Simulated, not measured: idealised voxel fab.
A process module follows: voxel transistor to metal.
Shown is cross-section cut, with a width of 185 nm and square cells of size 5 nm.
Cross-section spec: square-cell grid; bands listed top down; each band is one or more rows.
Quick guide to a band line: top height, bottom height (nm) up front; then every material left to right with its width in nm. Only one material and it's marked "throughout"? Then it fills the band edge to edge. And "empty" just means empty space.
Convention: height 0 is the level below which the wafer, as received, is all one material. The lowest band does not terminate at the bottom but continues downward, represented as "0 -> down".
You'd read "30..40" like this: the band's top row of cells is as wide as the first number, its bottom row is as wide as the second, and going down, every row changes width by the same amount as the row before did.
"nothing different" (step): cross-section cells unchanged, all of them.
In "Voids, sealed" the enclosed voids are listed, meaning empty spaces of 8 cells or larger without any opening to the top. The form is width x height at distance, distance from the left edge, units nm.
Whatever follows a step's settings on its line is a remark the simulator itself makes about that step.
overlay nm: right-of-plan distance of the mask on a masked step; negative values mean left-of-plan.
Below you will find pairs of cross-sections. In each, one shows the wafer before one process step and the other after it, with the after view ending at the lowest band that changed. Under each pair is the step separating them, along with its settings. Do not assume the pairs form a chain: they can come from different runs of this module on the same starting wafer, and a pair continues from the pair above it only when its "Before processing" entry says so.
Before processing:
    75 -> 70 | Cu throughout
    70 -> 65 | TiN: 40  Cu: 10  TiN: 70  Cu: 10  TiN: 55
    65 -> 55 | SiO2: 35  TiN: 5  Cu: 10  TiN: 5  SiO2: 60  TiN: 5  Cu: 10  TiN: 5  SiO2: 50
    55 -> 50 | SiO2: 35  TiN: 10  Cu: 5  TiN: 5  SiO2: 60  TiN: 10  Cu: 5  TiN: 5  SiO2: 50
    50 -> 45 | SiN: 40  TiN: 15  SiN: 65  TiN: 15  SiN: 50
    45 -> 30 | SiO2: 40  TiN: 5  Ru: 10  TiN: 5  SiO2: 60  TiN: 5  Ru: 10  TiN: 5  SiO2: 45
    30 -> 15 | SiO2: 40  TiN: 5  Ru: 10  TiN: 5  SiO2: 10  SiN: 10  SiCN: 20  SiN: 10  SiO2: 10  TiN: 5  Ru: 10  TiN: 5  SiO2: 45
    15 -> 5 | SiO2: 40  TiN: 5  Ru: 10  TiN: 5  SiO2: 10  SiN: 10  polySi: 20  SiN: 10  SiO2: 10  TiN: 5  Ru: 10  TiN: 5  SiO2: 45
    5 -> -5 | SiO2: 30  SiN: 10  TiN: 5..10  Ru: 10..5  TiN: 5  SiO2: 10  SiN: 10  polySi: 20  SiN: 10  SiO2: 10  TiN: 5  Ru: 10..5  TiN: 5..10  SiN: 10  SiO2: 35
    -5 -> -10 | SiO2: 40  nSi: 5  TiN: 15  SiO2: 5  nSi: 5  SiO2: 40  nSi: 5  SiO2: 5  TiN: 15  nSi: 5  SiO2: 45
    -10 -> -15 | SiO2: 35  Si: 5  nSi: 30  Si: 40  nSi: 30  Si: 5  SiO2: 40
    -15 -> -35 | SiO2: 35  Si: 110  SiO2: 40
    -35 -> down | Si throughout
    Voids, sealed: none
Post-Step Appearance:
    65 -> 55 | SiO2: 35  TiN: 5  Cu: 10  TiN: 5  SiO2: 60  TiN: 5  Cu: 10  TiN: 5  SiO2: 50
    At heights below 55, the structure remains unaltered.
    Voids, sealed: none
Formally, the process step situated between the two cross-sections above is CMP with height nm 65
Before processing: carried over from the after image of the pair right above.
Post-Step Appearance:
    70 -> 65 | empty: 30  Ru: 30  empty: 50  Ru: 30  empty: 45
    At heights below 65, the structure remains unaltered.
    Voids, sealed: none
Formally, the process step situated between the two cross-sections above is EPI with material Ru, thk nm 5
Before processing: carried over from the after image of the pair right above.
Post-Step Appearance:
    75 -> 70 | SiCN throughout
    70 -> 65 | SiCN: 30  Ru: 30  SiCN: 50  Ru: 30  SiCN: 45
    At heights below 65, the structure remains unaltered.
    Voids, sealed: none
Formally, the process step situated between the two cross-sections above is FILL_DEP with material SiCN, thk nm 5
Before processing: carried over from the after image of the pair right above.
Post-Step Appearance:
    105 -> 75 | lowk throughout
    At heights below 75, the structure remains unaltered.
    Voids, sealed: none
Formally, the process step situated between the two cross-sections above is DIRECTIONAL_DEP with material lowk, thk nm 30
Before processing: carried over from the after image of the pair right above.
Post-Step Appearance:
    105 -> 90 | lowk: 40  empty: 20  lowk: 60  empty: 20  lowk: 45
    At heights below 90, the structure remains unaltered.
    Voids, sealed: none
Formally, the process step situated between the two cross-sections above is MASKED_ETCH with tone open, mask id METAL_2, width nm 20, pitch nm 80, etch materials lowk, depth nm 15, overlay nm 0
Before processing: carried over from the after image of the pair right above.
Post-Step Appearance:
    120 -> 105 | resist: 40  empty: 15  resist: 65  empty: 15  resist: 50
    105 -> 90 | lowk: 40  empty: 15  resist: 5  lowk: 60  empty: 15  resist: 5  lowk: 45
    At heights below 90, the structure remains unaltered.
    Voids, sealed: none
Formally, the process step situated between the two cross-sections above is PATTERN with tone open, mask id METAL_2_HOLES, material resist, width nm 15, pitch nm 80, thk nm 15, overlay nm 0
Before processing: carried over from the after image of the pair right above.
Post-Step Appearance:
    120 -> 105 | resist: 40  empty: 15  resist: 65  empty: 15  resist: 50
    105 -> 90 | lowk: 40  empty: 15  resist: 5  lowk: 60  empty: 15  resist: 5  lowk: 45
    90 -> 75 | lowk: 40  empty: 15  lowk: 65  empty: 15  lowk: 50
    At heights below 75, the structure remains unaltered.
    Voids, sealed: none
Formally, the process step situated between the two cross-sections above is DIRECTIONAL_ETCH with etch materials lowk, depth nm 15
Before processing: carried over from the after image of the pair right above.
Post-Step Appearance:
    120 -> 105 | resist: 40  empty: 15  resist: 65  empty: 15  resist: 50
    105 -> 90 | lowk: 40  empty: 15  resist: 5  lowk: 60  empty: 15  resist: 5  lowk: 45
    90 -> 75 | lowk: 40  empty: 15  lowk: 65  empty: 15  lowk: 50
    75 -> 70 | SiCN: 40  empty: 15  SiCN: 65  empty: 15  SiCN: 50
    At heights below 70, the structure remains unaltered.
    Voids, sealed: none
Formally, the process step situated between the two cross-sections above is DIRECTIONAL_ETCH with etch materials SiCN, depth nm 5
Before processing: carried over from the after image of the pair right above.
Post-Step Appearance:
    105 -> 90 | lowk: 40  empty: 20  lowk: 60  empty: 20  lowk: 45
    At heights below 90, the structure remains unaltered.
    Voids, sealed: none
Formally, the process step situated between the two cross-sections above is STRIP with etch materials resist
Before processing: carried over from the after image of the pair right above.
Post-Step Appearance:
    110 -> 105 | TiN: 45  empty: 10  TiN: 70  empty: 10  TiN: 50
    105 -> 95 | lowk: 40  TiN: 5  empty: 10  TiN: 5  lowk: 60  TiN: 5  empty: 10  TiN: 5  lowk: 45
    95 -> 90 | lowk: 40  TiN: 5  empty: 5  TiN: 10  lowk: 60  TiN: 5  empty: 5  TiN: 10  lowk: 45
    90 -> 75 | lowk: 40  TiN: 5  empty: 5  TiN: 5  lowk: 65  TiN: 5  empty: 5  TiN: 5  lowk: 50
    75 -> 70 | SiCN: 40  TiN: 15  SiCN: 65  TiN: 15  SiCN: 50
    At heights below 70, the structure remains unaltered.
    Voids, sealed: none
Formally, the process step situated between the two cross-sections above is CONFORMAL_DEP with material TiN, thk nm 5
Before processing: carried over from the after image of the pair right above.
Post-Step Appearance:
    120 -> 110 | Cu throughout
    110 -> 105 | TiN: 45  Cu: 10  TiN: 70  Cu: 10  TiN: 50
    105 -> 95 | lowk: 40  TiN: 5  Cu: 10  TiN: 5  lowk: 60  TiN: 5  Cu: 10  TiN: 5  lowk: 45
    95 -> 90 | lowk: 40  TiN: 5  Cu: 5  TiN: 10  lowk: 60  TiN: 5  Cu: 5  TiN: 10  lowk: 45
    90 -> 75 | lowk: 40  TiN: 5  Cu: 5  TiN: 5  lowk: 65  TiN: 5  Cu: 5  TiN: 5  lowk: 50
    At heights below 75, the structure remains unaltered.
    Voids, sealed: none
Formally, the process step situated between the two cross-sections above is FILL_DEP with material Cu, thk nm 10
Before processing: carried over from the after image of the pair right above.
Post-Step Appearance:
    105 -> 95 | lowk: 40  TiN: 5  Cu: 10  TiN: 5  lowk: 60  TiN: 5  Cu: 10  TiN: 5  lowk: 45
    At heights below 95, the structure remains unaltered.
    Voids, sealed: none
Formally, the process step situated between the two cross-sections above is CMP with height nm 105
Before processing: carried over from the after image of the pair right above.
Post-Step Appearance:
    110 -> 105 | SiCN throughout
    At heights below 105, the structure remains unaltered.
    Voids, sealed: none
Formally, the process step situated between the two cross-sections above is CONFORMAL_DEP with material SiCN, thk nm 5
Before processing:
    105 -> 90 | lowk: 40  empty: 20  lowk: 60  empty: 20  lowk: 45
    90 -> 75 | lowk: 40  empty: 15  lowk: 65  empty: 15  lowk: 50
    75 -> 70 | SiCN: 40  empty: 15  SiCN: 65  empty: 15  SiCN: 50
    70 -> 65 | SiCN: 35  Ru: 30  SiCN: 50  Ru: 30  SiCN: 40
    65 -> 50 | SiO2: 40  TiN: 5  Cu: 10  TiN: 5  SiO2: 60  TiN: 5  Cu: 10  TiN: 5  SiO2: 45
    50 -> 45 | SiN: 40  TiN: 20  SiN: 60  TiN: 20  SiN: 45
    45 -> 30 | SiO2: 40  TiN: 5  Ru: 10  TiN: 5  SiO2: 60  TiN: 5  Ru: 10  TiN: 5  SiO2: 45
    30 -> 15 | SiO2: 40  TiN: 5  Ru: 10  TiN: 5  SiO2: 10  SiN: 10  SiCN: 20  SiN: 10  SiO2: 10  TiN: 5  Ru: 10  TiN: 5  SiO2: 45
    15 -> 5 | SiO2: 40  TiN: 5  Ru: 10  TiN: 5  SiO2: 10  SiN: 10  polySi: 20  SiN: 10  SiO2: 10  TiN: 5  Ru: 10  TiN: 5  SiO2: 45
    5 -> -5 | SiO2: 30  SiN: 10  TiN: 5..10  Ru: 10..5  TiN: 5  SiO2: 10  SiN: 10  polySi: 20  SiN: 10  SiO2: 10  TiN: 5  Ru: 10..5  TiN: 5..10  SiN: 10  SiO2: 35
    -5 -> -10 | SiO2: 40  nSi: 5  TiN: 15  SiO2: 5  nSi: 5  SiO2: 40  nSi: 5  SiO2: 5  TiN: 15  nSi: 5  SiO2: 45
    -10 -> -15 | SiO2: 35  Si: 5  nSi: 30  Si: 40  nSi: 30  Si: 5  SiO2: 40
    -15 -> -35 | SiO2: 35  Si: 110  SiO2: 40
    -35 -> down | Si throughout
    Voids, sealed: none
Post-Step Appearance:
    110 -> 95 | lowk: 45  empty: 10  lowk: 70  empty: 10  lowk: 50
    95 -> 75 | lowk: 45  empty: 5  lowk: 75  empty: 5  lowk: 55
    75 -> 70 | SiCN: 40  lowk: 15  SiCN: 65  lowk: 15  SiCN: 50
    At heights below 70, the structure remains unaltered.
    Voids, sealed: none
Formally, the process step situated between the two cross-sections above is CONFORMAL_DEP with material lowk, thk nm 5
Before processing: carried over from the after image of the pair right above.
Post-Step Appearance:
    120 -> 110 | Cu throughout
    110 -> 95 | lowk: 45  Cu: 10  lowk: 70  Cu: 10  lowk: 50
    95 -> 75 | lowk: 45  Cu: 5  lowk: 75  Cu: 5  lowk: 55
    At heights below 75, the structure remains unaltered.
    Voids, sealed: none
Formally, the process step situated between the two cross-sections above is FILL_DEP with material Cu, thk nm 10
Before processing: carried over from the after image of the pair right above.
Post-Step Appearance:
    105 -> 95 | lowk: 45  Cu: 10  lowk: 70  Cu: 10  lowk: 50
    At heights below 95, the structure remains unaltered.
    Voids, sealed: none
Formally, the process step situated between the two cross-sections above is CMP with height nm 105
Before processing: carried over from the after image of the pair right above.
Post-Step Appearance:
    110 -> 105 | SiCN throughout
    At heights below 105, the structure remains unaltered.
    Voids, sealed: none
Formally, the process step situated between the two cross-sections above is CONFORMAL_DEP with material SiCN, thk nm 5
Before processing:
    40 -> 30 | SiCN: 30  empty: 120  SiCN: 35
    30 -> 25 | SiCN throughout
    25 -> 15 | polySi: 30  SiCN: 120  polySi: 35
    15 -> 5 | polySi throughout
    5 -> -5 | SiO2: 30  polySi: 120  SiO2: 35
    -5 -> -10 | SiO2 throughout
    -10 -> -35 | SiO2: 35  Si: 110  SiO2: 40
    -35 -> down | Si throughout
    Voids, sealed: none
Post-Step Appearance:
    40 -> 30 | SiCN: 30  empty: 120  SiCN: 35
    30 -> 25 | SiCN: 80  empty: 20  SiCN: 85
    25 -> 15 | polySi: 30  SiCN: 50  empty: 20  SiCN: 50  polySi: 35
    At heights below 15, the structure remains unaltered.
    Voids, sealed: none
Formally, the process step situated between the two cross-sections above is MASKED_ETCH with tone open, mask id GATE, width nm 20, etch materials SiCN, depth nm 25, overlay nm 0
Before processing: carried over from the after image of the pair right above.
Post-Step Appearance:
    50 -> 40 | SiN: 40  empty: 100  SiN: 45
    40 -> 30 | SiCN: 30  SiN: 120  SiCN: 35
    30 -> 25 | SiCN: 80  SiN: 20  SiCN: 85
    25 -> 15 | polySi: 30  SiCN: 50  SiN: 20  SiCN: 50  polySi: 35
    At heights below 15, the structure remains unaltered.
    Voids, sealed: none
Formally, the process step situated between the two cross-sections above is CONFORMAL_DEP with material SiN, thk nm 10
Before processing: carried over from the after image of the pair right above.
Post-Step Appearance:
    40 -> 30 | SiCN: 30  SiN: 10  empty: 100  SiN: 10  SiCN: 35
    At heights below 30, the structure remains unaltered.
    Voids, sealed: none
Formally, the process step situated between the two cross-sections above is DIRECTIONAL_ETCH with etch materials SiN, depth nm 10
Before processing: carried over from the after image of the pair right above.
Post-Step Appearance:
    45 -> 40 | SiO2 throughout
    40 -> 30 | SiCN: 30  SiN: 10  SiO2: 100  SiN: 10  SiCN: 35
    At heights below 30, the structure remains unaltered.
    Voids, sealed: none
Formally, the process step situated between the two cross-sections above is FILL_DEP with material SiO2, thk nm 5
Before processing: carried over from the after image of the pair right above.
Post-Step Appearance:
    30 -> 25 | SiCN: 80  SiN: 20  SiCN: 85
    At heights below 25, the structure remains unaltered.
    Voids, sealed: none
Formally, the process step situated between the two cross-sections above is CMP with height nm 30
Before processing: carried over from the after image of the pair right above.
Post-Step Appearance:
    45 -> 30 | SiO2 throughout
    At heights below 30, the structure remains unaltered.
    Voids, sealed: none
Formally, the process step situated between the two cross-sections above is DIRECTIONAL_DEP with material SiO2, thk nm 15
Before processing: carried over from the after image of the pair right above.
Post-Step Appearance:
    55 -> 45 | aC throughout
    At heights below 45, the structure remains unaltered.
    Voids, sealed: none
Formally, the process step situated between the two cross-sections above is DIRECTIONAL_DEP with material aC, thk nm 10
Before processing: carried over from the after image of the pair right above.
Post-Step Appearance:
    85 -> 55 | resist: 40  empty: 20  resist: 60  empty: 20  resist: 45
    At heights below 55, the structure remains unaltered.
    Voids, sealed: none
Formally, the process step situated between the two cross-sections above is PATTERN with tone open, mask id CONTACT, material resist, width nm 20, pitch nm 80, thk nm 30, overlay nm 0
Before processing: carried over from the after image of the pair right above.
Post-Step Appearance:
    75 -> 55 | resist: 40  empty: 20  resist: 60  empty: 20  resist: 45
    55 -> 45 | aC: 40  empty: 20  aC: 60  empty: 20  aC: 45
    At heights below 45, the structure remains unaltered.
    Voids, sealed: none
Formally, the process step situated between the two cross-sections above is DIRECTIONAL_ETCH with etch materials aC, depth nm 10
Before processing: carried over from the after image of the pair right above.
Post-Step Appearance:
    55 -> 45 | aC: 40  empty: 20  aC: 60  empty: 20  aC: 45
    At heights below 45, the structure remains unaltered.
    Voids, sealed: none
Formally, the process step situated between the two cross-sections above is STRIP with etch materials resist
Before processing: carried over from the after image of the pair right above.
Post-Step Appearance:
    55 -> 45 | aC: 40  empty: 20  aC: 60  empty: 20  aC: 45
    45 -> 30 | SiO2: 40  empty: 20  SiO2: 60  empty: 20  SiO2: 45
    At heights below 30, the structure remains unaltered.
    Voids, sealed: none
Formally, the process step situated between the two cross-sections above is DIRECTIONAL_ETCH with etch materials SiO2, depth nm 55
Before processing: carried over from the after image of the pair right above.
Post-Step Appearance:
    45 -> 30 | SiO2: 40  empty: 20  SiO2: 60  empty: 20  SiO2: 45
    At heights below 30, the structure remains unaltered.
    Voids, sealed: none
Formally, the process step situated between the two cross-sections above is STRIP with etch materials aC
Before processing: carried over from the after image of the pair right above.
Post-Step Appearance:
    50 -> 45 | TiN: 45  empty: 10  TiN: 70  empty: 10  TiN: 50
    45 -> 35 | SiO2: 40  TiN: 5  empty: 10  TiN: 5  SiO2: 60  TiN: 5  empty: 10  TiN: 5  SiO2: 45
    35 -> 30 | SiO2: 40  TiN: 20  SiO2: 60  TiN: 20  SiO2: 45
    At heights below 30, the structure remains unaltered.
    Voids, sealed: none
Formally, the process step situated between the two cross-sections above is CONFORMAL_DEP with material TiN, thk nm 5
Before processing: carried over from the after image of the pair right above.
Post-Step Appearance:
    60 -> 50 | Ru throughout
    50 -> 45 | TiN: 45  Ru: 10  TiN: 70  Ru: 10  TiN: 50
    45 -> 35 | SiO2: 40  TiN: 5  Ru: 10  TiN: 5  SiO2: 60  TiN: 5  Ru: 10  TiN: 5  SiO2: 45
    At heights below 35, the structure remains unaltered.
    Voids, sealed: none
Formally, the process step situated between the two cross-sections above is FILL_DEP with material Ru, thk nm 10
Before processing: carried over from the after image of the pair right above.
Post-Step Appearance:
    45 -> 35 | SiO2: 40  TiN: 5  Ru: 10  TiN: 5  SiO2: 60  TiN: 5  Ru: 10  TiN: 5  SiO2: 45
    At heights below 35, the structure remains unaltered.
    Voids, sealed: none
Formally, the process step situated between the two cross-sections above is CMP with height nm 45
Before processing: carried over from the after image of the pair right above.
Post-Step Appearance:
    50 -> 45 | SiN throughout
    At heights below 45, the structure remains unaltered.
    Voids, sealed: none
Formally, the process step situated between the two cross-sections above is CONFORMAL_DEP with material SiN, thk nm 5
Before processing: carried over from the after image of the pair right above.
Post-Step Appearance:
    65 -> 50 | SiO2 throughout
    At heights below 50, the structure remains unaltered.
    Voids, sealed: none
Formally, the process step situated between the two cross-sections above is DIRECTIONAL_DEP with material SiO2, thk nm 15
Before processing: carried over from the after image of the pair right above.
Post-Step Appearance:
    65 -> 50 | SiO2: 40  empty: 20  SiO2: 60  empty: 20  SiO2: 45
    At heights below 50, the structure remains unaltered.
    Voids, sealed: none
Formally, the process step situated between the two cross-sections above is MASKED_ETCH with tone open, mask id METAL_1, width nm 20, pitch nm 80, etch materials SiO2, depth nm 15, overlay nm 0
Before processing: carried over from the after image of the pair right above.
Post-Step Appearance:
    65 -> 50 | SiO2: 40  empty: 20  SiO2: 60  empty: 20  SiO2: 45
    50 -> 45 | SiN: 40  empty: 20  SiN: 60  empty: 20  SiN: 45
    At heights below 45, the structure remains unaltered.
    Voids, sealed: none
Formally, the process step situated between the two cross-sections above is MASKED_ETCH with tone open, mask id METAL_1, width nm 20, pitch nm 80, etch materials SiN, depth nm 5, overlay nm 0
Before processing: carried over from the after image of the pair right above.
Post-Step Appearance:
    70 -> 65 | TiN: 45  empty: 10  TiN: 70  empty: 10  TiN: 50
    65 -> 50 | SiO2: 40  TiN: 5  empty: 10  TiN: 5  SiO2: 60  TiN: 5  empty: 10  TiN: 5  SiO2: 45
    50 -> 45 | SiN: 40  TiN: 20  SiN: 60  TiN: 20  SiN: 45
    At heights below 45, the structure remains unaltered.
    Voids, sealed: none
Formally, the process step situated between the two cross-sections above is CONFORMAL_DEP with material TiN, thk nm 5
Before processing: carried over from the after image of the pair right above.
Post-Step Appearance:
    75 -> 70 | Cu throughout
    70 -> 65 | TiN: 45  Cu: 10  TiN: 70  Cu: 10  TiN: 50
    65 -> 50 | SiO2: 40  TiN: 5  Cu: 10  TiN: 5  SiO2: 60  TiN: 5  Cu: 10  TiN: 5  SiO2: 45
    At heights below 50, the structure remains unaltered.
    Voids, sealed: none
Formally, the process step situated between the two cross-sections above is FILL_DEP with material Cu, thk nm 5
Before processing: carried over from the after image of the pair right above.
Post-Step Appearance:
    65 -> 50 | SiO2: 40  TiN: 5  Cu: 10  TiN: 5  SiO2: 60  TiN: 5  Cu: 10  TiN: 5  SiO2: 45
    At heights below 50, the structure remains unaltered.
    Voids, sealed: none
Formally, the process step situated between the two cross-sections above is CMP with height nm 65
Before processing: carried over from the after image of the pair right above.
Post-Step Appearance:
    70 -> 65 | empty: 35  Ru: 30  empty: 50  Ru: 30  empty: 40
    At heights below 65, the structure remains unaltered.
    Voids, sealed: none
Formally, the process step situated between the two cross-sections above is EPI with material Ru, thk nm 5
Before processing: carried over from the after image of the pair right above.
Post-Step Appearance:
    75 -> 70 | SiCN throughout
    70 -> 65 | SiCN: 35  Ru: 30  SiCN: 50  Ru: 30  SiCN: 40
    At heights below 65, the structure remains unaltered.
    Voids, sealed: none
Formally, the process step situated between the two cross-sections above is FILL_DEP with material SiCN, thk nm 5
Before processing: carried over from the after image of the pair right above.
Post-Step Appearance:
    105 -> 75 | lowk throughout
    At heights below 75, the structure remains unaltered.
    Voids, sealed: none
Formally, the process step situated between the two cross-sections above is DIRECTIONAL_DEP with material lowk, thk nm 30
Before processing: carried over from the after image of the pair right above.
Post-Step Appearance:
    105 -> 90 | lowk: 40  empty: 20  lowk: 60  empty: 20  lowk: 45
    At heights below 90, the structure remains unaltered.
    Voids, sealed: none
Formally, the process step situated between the two cross-sections above is MASKED_ETCH with tone open, mask id METAL_2, width nm 20, pitch nm 80, etch materials lowk, depth nm 15, overlay nm 0
Before processing: carried over from the after image of the pair right above.
Post-Step Appearance:
    120 -> 105 | resist: 40  empty: 15  resist: 65  empty: 15  resist: 50
    105 -> 90 | lowk: 40  empty: 15  resist: 5  lowk: 60  empty: 15  resist: 5  lowk: 45
    At heights below 90, the structure remains unaltered.
    Voids, sealed: none
Formally, the process step situated between the two cross-sections above is PATTERN with tone open, mask id METAL_2_HOLES, material resist, width nm 15, pitch nm 80, thk nm 15, overlay nm 0
Before processing: carried over from the after image of the pair right above.
Post-Step Appearance:
    120 -> 105 | resist: 40  empty: 15  resist: 65  empty: 15  resist: 50
    105 -> 90 | lowk: 40  empty: 15  resist: 5  lowk: 60  empty: 15  resist: 5  lowk: 45
    90 -> 75 | lowk: 40  empty: 15  lowk: 65  empty: 15  lowk: 50
    At heights below 75, the structure remains unaltered.
    Voids, sealed: none
Formally, the process step situated between the two cross-sections above is DIRECTIONAL_ETCH with etch materials lowk, depth nm 15
Before processing: carried over from the after image of the pair right above.
Post-Step Appearance:
    120 -> 105 | resist: 40  empty: 15  resist: 65  empty: 15  resist: 50
    105 -> 90 | lowk: 40  empty: 15  resist: 5  lowk: 60  empty: 15  resist: 5  lowk: 45
    90 -> 75 | lowk: 40  empty: 15  lowk: 65  empty: 15  lowk: 50
    75 -> 70 | SiCN: 40  empty: 15  SiCN: 65  empty: 15  SiCN: 50
    At heights below 70, the structure remains unaltered.
    Voids, sealed: none
Formally, the process step situated between the two cross-sections above is DIRECTIONAL_ETCH with etch materials SiCN, depth nm 5
Before processing: carried over from the after image of the pair right above.
Post-Step Appearance:
    105 -> 90 | lowk: 40  empty: 20  lowk: 60  empty: 20  lowk: 45
    At heights below 90, the structure remains unaltered.
    Voids, sealed: none
Formally, the process step situated between the two cross-sections above is STRIP with etch materials resist
Before processing: carried over from the after image of the pair right above.
Post-Step Appearance:
    110 -> 105 | TiN: 45  empty: 10  TiN: 70  empty: 10  TiN: 50
    105 -> 95 | lowk: 40  TiN: 5  empty: 10  TiN: 5  lowk: 60  TiN: 5  empty: 10  TiN: 5  lowk: 45
    95 -> 90 | lowk: 40  TiN: 5  empty: 5  TiN: 10  lowk: 60  TiN: 5  empty: 5  TiN: 10  lowk: 45
    90 -> 75 | lowk: 40  TiN: 5  empty: 5  TiN: 5  lowk: 65  TiN: 5  empty: 5  TiN: 5  lowk: 50
    75 -> 70 | SiCN: 40  TiN: 15  SiCN: 65  TiN: 15  SiCN: 50
    At heights below 70, the structure remains unaltered.
    Voids, sealed: none
Formally, the process step situated between the two cross-sections above is CONFORMAL_DEP with material TiN, thk nm 5
Before processing: carried over from the after image of the pair right above.
Post-Step Appearance:
    120 -> 110 | Cu throughout
    110 -> 105 | TiN: 45  Cu: 10  TiN: 70  Cu: 10  TiN: 50
    105 -> 95 | lowk: 40  TiN: 5  Cu: 10  TiN: 5  lowk: 60  TiN: 5  Cu: 10  TiN: 5  lowk: 45
    95 -> 90 | lowk: 40  TiN: 5  Cu: 5  TiN: 10  lowk: 60  TiN: 5  Cu: 5  TiN: 10  lowk: 45
    90 -> 75 | lowk: 40  TiN: 5  Cu: 5  TiN: 5  lowk: 65  TiN: 5  Cu: 5  TiN: 5  lowk: 50
    At heights below 75, the structure remains unaltered.
    Voids, sealed: none
Formally, the process step situated between the two cross-sections above is FILL_DEP with material Cu, thk nm 10
Before processing: carried over from the after image of the pair right above.
Post-Step Appearance:
    105 -> 95 | lowk: 40  TiN: 5  Cu: 10  TiN: 5  lowk: 60  TiN: 5  Cu: 10  TiN: 5  lowk: 45
    At heights below 95, the structure remains unaltered.
    Voids, sealed: none
Formally, the process step situated between the two cross-sections above is CMP with height nm 105
Before processing: carried over from the after image of the pair right above.
Post-Step Appearance:
    110 -> 105 | SiCN throughout
    At heights below 105, the structure remains unaltered.
    Voids, sealed: none
Formally, the process step situated between the two cross-sections above is CONFORMAL_DEP with material SiCN, thk nm 5
